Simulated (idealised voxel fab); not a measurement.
The name of this process module is voxel wiring stack.
Cross-section cut spans 265 nm and uses square cells 5 nm in size.
Heads up, the way a cross-section reads in here is a grid of square cells, handed over as bands from the top down, with every band being one or more rows of cells. Heads up on the band format: heights come first, top then bottom, in nm. After that it's the materials left to right, each with its width in nm. A single material flagged "edge to edge" fills the whole band edge to edge, and "air" means there's empty space there. Beneath 0, the wafer as received is one material, and that level is where height counting begins. The lowest band goes on downward without a bottom; it is written like "0 nm and below". So if you see something like "30 to 40" for the width, read it as the top row of the band sitting at the first number and the bottom row at the second, with every row in between moving by the same amount as the last. Reading "no alteration" for a step: not a cell of the cross-section changed in it. The list in "Trapped cavities" covers empty spaces of 8 cells or more that cannot reach the top through any open way, and it gives each as width x height at distance; the distance is from the left edge, and width, height and distance are in nm. What comes after the settings on a step's line is commentary from the simulator itself on that step. For masked steps, "overlay nm" on the step line gives how far right of plan the mask actually lay; a minus sign means it lay to the left.

Steps in the process plan:
| 1 | RECEIVE,material Si |
| 2 | CONFORMAL_DEP,material SiO2,thk nm 10 |
| 3 | CONFORMAL_DEP,material SiN,thk nm 5 |
| 4 | DIRECTIONAL_DEP,material lowk,thk nm 15 |
| 5 | PATTERN,tone open,mask id METAL_1,material resist,width nm 30,pitch nm 60,thk nm 20,overlay nm 0 |
| 6 | DIRECTIONAL_ETCH,etch materials lowk,depth nm 15 |
| 7 | DIRECTIONAL_ETCH,etch materials SiN,depth nm 5 |
| 8 | STRIP,etch materials resist |
| 9 | CONFORMAL_DEP,material TiN,thk nm 5 |
| 10 | FILL_DEP,material Cu,thk nm 10 |
| 11 | CMP,height nm 30 |
| 12 | CONFORMAL_DEP,material SiCN,thk nm 5 |
| 13 | DIRECTIONAL_DEP,material lowk,thk nm 25 |
| 14 | DIRECTIONAL_DEP,material aC,thk nm 10 |
| 15 | PATTERN,tone open,mask id METAL_2,material resist,width nm 30,pitch nm 60,thk nm 30,overlay nm 0 |
| 16 | DIRECTIONAL_ETCH,etch materials aC,depth nm 10 |
| 17 | STRIP,etch materials resist |
| 18 | DIRECTIONAL_ETCH,etch materials lowk,depth nm 15 |
| 19 | STRIP,etch materials aC |
| 20 | DIRECTIONAL_DEP,material aC,thk nm 10 |
| 21 | PATTERN,tone open,mask id METAL_2_HOLES,material resist,width nm 15,thk nm 30,overlay nm 0 |
| 22 | DIRECTIONAL_ETCH,etch materials aC,depth nm 10 |
| 23 | STRIP,etch materials resist |
| 24 | DIRECTIONAL_ETCH,etch materials lowk,depth nm 10 |
| 25 | DIRECTIONAL_ETCH,etch materials SiCN,depth nm 5 |
| 26 | STRIP,etch materials aC |
| 27 | CONFORMAL_DEP,material TiN,thk nm 5 |
| 28 | FILL_DEP,material Cu,thk nm 5 |
| 29 | CMP,height nm 60 |
| 30 | CONFORMAL_DEP,material SiN,thk nm 5 |

as received, after step 1:
	0 nm and below  Si edge to edge
	Trapped cavities: none

Cross-section, first of two wafers, end of module, run as planned:
	65 nm to 60 nm  SiN edge to edge
	60 nm to 50 nm  85 nm lowk  5 nm TiN  20 nm Cu  5 nm TiN  30 nm lowk  5 nm TiN  20 nm Cu  5 nm TiN  90 nm lowk
	50 nm to 45 nm  85 nm lowk  5 nm TiN  5 nm Cu  20 nm TiN  30 nm lowk  30 nm TiN  90 nm lowk
	45 nm to 35 nm  85 nm lowk  5 nm TiN  5 nm Cu  5 nm TiN  165 nm lowk
	35 nm to 30 nm  85 nm SiCN  15 nm TiN  165 nm SiCN
	30 nm to 15 nm  85 nm lowk  5 nm TiN  20 nm Cu  5 nm TiN  30 nm lowk  5 nm TiN  20 nm Cu  5 nm TiN  90 nm lowk
	15 nm to 10 nm  85 nm SiN  30 nm TiN  30 nm SiN  30 nm TiN  90 nm SiN
	10 nm to 0 nm  SiO2 edge to edge
	0 nm and below  Si edge to edge
	Trapped cavities: none

Now the second wafer, cross-sectioned at the end of the module. Nothing different at the start, nothing different in the plan compared with the first, just one mistake when it was actually run:
	65 nm to 60 nm  SiN edge to edge
	60 nm to 50 nm  95 to 80 nm Cu  5 to 20 nm TiN  15 nm lowk  5 nm TiN  20 nm Cu  5 nm TiN  30 nm lowk  5 nm TiN  85 nm Cu
	50 nm to 45 nm  85 nm TiN  30 nm lowk  30 nm TiN  30 nm lowk  90 nm TiN
	45 nm to 35 nm  lowk edge to edge
	35 nm to 30 nm  SiCN edge to edge
	30 nm to 15 nm  85 nm lowk  5 nm TiN  20 nm Cu  5 nm TiN  30 nm lowk  5 nm TiN  20 nm Cu  5 nm TiN  90 nm lowk
	15 nm to 10 nm  85 nm SiN  30 nm TiN  30 nm SiN  30 nm TiN  90 nm SiN
	10 nm to 0 nm  SiO2 edge to edge
	0 nm and below  Si edge to edge
	Trapped cavities: none
Plan not followed: step 15 was not run as planned; what actually ran was PATTERN,tone cover,mask id METAL_2,material resist,width nm 30,pitch nm 60,thk nm 30,overlay nm 0
The second wafer ends with more or fewer cells of some materials than the first, per final count: Cu +58; SiCN +3; TiN +26; lowk -87
